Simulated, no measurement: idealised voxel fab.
Process module under the name voxel transistor to metal
Square cell edge 5 nm, section width 185 nm, ID cut.
A cross-section is a grid of square cells, given in bands from the top down. A band is one or more rows of cells. Per band: top height and bottom height in nm, followed by the left-to-right materials and their widths in nm; "throughout" marks a single material spanning edge to edge, "air" marks empty space. Basically, 0 is our baseline, since under it the wafer straight out of the box is all one material. The bottom band has no lower end and keeps on going down, so it looks like "0 nm and below". When a width is written as two numbers, as in "30->40", the first number is the width in the top row of cells of the band and the second is the width in its bottom row, and the width changes by the same amount from each row to the next. Given "no modifications" for a step, no cell of the cross-section differs between before and after that step. Empty spaces without an open route to the top, at least 8 cells in extent, make up the entry "Internal closed voids"; each is given as width x height at distance, where the distance is measured from the left edge, and all are in nm. Text after the settings on a step's line: the simulator's own remark on that step. A step's line can hold "overlay nm"; with a mask on that step, the setting says how far right of the planned place the mask lay, while a negative setting says it lay to the left.
Below is the list of planned process steps
1: RECEIVE,material Si
2: OXIDIZE,depth nm 5
3: CONFORMAL_DEP,material SiN,thk nm 10
4: MASKED_ETCH,tone cover,mask id ACTIVE,width nm 115,etch materials SiN,depth nm 10,overlay nm 0
5: MASKED_ETCH,tone cover,mask id ACTIVE,width nm 115,etch materials SiO2,depth nm 5,overlay nm 0
6: MASKED_ETCH,tone cover,mask id ACTIVE,width nm 115,etch materials Si,depth nm 35,overlay nm 0
7: OXIDIZE,depth nm 5
8: FILL_DEP,material SiO2,thk nm 10
9: CMP,height nm 10
10: SELECTIVE_ETCH,etch materials SiO2,depth nm 10
11: STRIP,etch materials SiN
12: SELECTIVE_ETCH,etch materials SiO2,depth nm 5
13: OXIDIZE,depth nm 5
14: DIRECTIONAL_DEP,material polySi,thk nm 25
15: DIRECTIONAL_DEP,material SiCN,thk nm 15
16: PATTERN,tone cover,mask id GATE,material resist,width nm 35,thk nm 20,overlay nm 0
17: DIRECTIONAL_ETCH,etch materials SiCN,depth nm 25
18: DIRECTIONAL_ETCH,etch materials polySi,depth nm 35
19: STRIP,etch materials resist
20: CONFORMAL_DEP,material SiN,thk nm 10
21: DIRECTIONAL_ETCH,etch materials SiN,depth nm 10
22: DIRECTIONAL_ETCH,etch materials SiO2,depth nm 5
23: DIRECTIONAL_ETCH,etch materials Si,depth nm 15
24: EPI,material pSi,thk nm 15
25: FILL_DEP,material SiO2,thk nm 10
26: CMP,height nm 20
27: STRIP,etch materials polySi
28: SELECTIVE_ETCH,etch materials SiO2,depth nm 5
29: CONFORMAL_DEP,material HfO2,thk nm 5
30: CONFORMAL_DEP,material TiN,thk nm 5
31: FILL_DEP,material W,thk nm 10
32: CMP,height nm 15
33: DIRECTIONAL_DEP,material SiO2,thk nm 10
34: PATTERN,tone open,mask id CONTACT,material resist,width nm 15,pitch nm 80,thk nm 20,overlay nm 0
35: DIRECTIONAL_ETCH,etch materials SiO2,depth nm 35
36: STRIP,etch materials resist
37: CONFORMAL_DEP,material TiN,thk nm 5
38: FILL_DEP,material W,thk nm 5
39: CMP,height nm 25
40: CONFORMAL_DEP,material SiN,thk nm 5
41: DIRECTIONAL_DEP,material SiO2,thk nm 15
42: MASKED_ETCH,tone open,mask id METAL_1,width nm 15,pitch nm 80,etch materials SiO2,depth nm 15,overlay nm -15
43: MASKED_ETCH,tone open,mask id METAL_1,width nm 15,pitch nm 80,etch materials SiN,depth nm 5,overlay nm 0
44: CONFORMAL_DEP,material TiN,thk nm 5
45: FILL_DEP,material Cu,thk nm 10
46: CMP,height nm 45
47: CONFORMAL_DEP,material SiCN,thk nm 5
48: DIRECTIONAL_DEP,material SiO2,thk nm 30
49: MASKED_ETCH,tone open,mask id METAL_2,width nm 15,pitch nm 80,etch materials SiO2,depth nm 20,overlay nm 0
50: PATTERN,tone open,mask id METAL_2_HOLES,material resist,width nm 15,pitch nm 80,thk nm 20,overlay nm 0
51: DIRECTIONAL_ETCH,etch materials SiO2,depth nm 10
52: DIRECTIONAL_ETCH,etch materials SiCN,depth nm 5
53: STRIP,etch materials resist
54: CONFORMAL_DEP,material TiN,thk nm 5
55: FILL_DEP,material Cu,thk nm 10
56: CMP,height nm 80
57: CONFORMAL_DEP,material SiN,thk nm 5
For this document, wafers share an identical start and vary in the step 42 overlay nm; the plan quotes the first wafer's value.
Cross-section of the first of several received wafers, showing its state after step 1
    0 nm and below = Si throughout
    Internal closed voids: none
Per wafer (row), end of module: delta in cells per material since receipt, (+) for gained, (-) for lost; closed voids after that
overlay nm -15 | +16 Cu | +17 HfO2 | -216 Si | +31 SiCN | +90 SiN | +549 SiO2 | +79 TiN | +15 W | +48 pSi | Internal closed voids: none
overlay nm -10 | +16 Cu | +17 HfO2 | -216 Si | +31 SiCN | +88 SiN | +549 SiO2 | +81 TiN | +15 W | +48 pSi | Internal closed voids: none
overlay nm -5 | +16 Cu | +17 HfO2 | -216 Si | +31 SiCN | +86 SiN | +549 SiO2 | +83 TiN | +15 W | +48 pSi | Internal closed voids: none
overlay nm 0 | +18 Cu | +17 HfO2 | -216 Si | +31 SiCN | +84 SiN | +549 SiO2 | +83 TiN | +15 W | +48 pSi | Internal closed voids: none
overlay nm 5 | +16 Cu | +17 HfO2 | -216 Si | +31 SiCN | +86 SiN | +549 SiO2 | +83 TiN | +15 W | +48 pSi | Internal closed voids: none
overlay nm 10 | +16 Cu | +17 HfO2 | -216 Si | +31 SiCN | +88 SiN | +549 SiO2 | +81 TiN | +15 W | +48 pSi | Internal closed voids: none
overlay nm 15 | +16 Cu | +17 HfO2 | -216 Si | +31 SiCN | +90 SiN | +549 SiO2 | +79 TiN | +15 W | +48 pSi | Internal closed voids: none
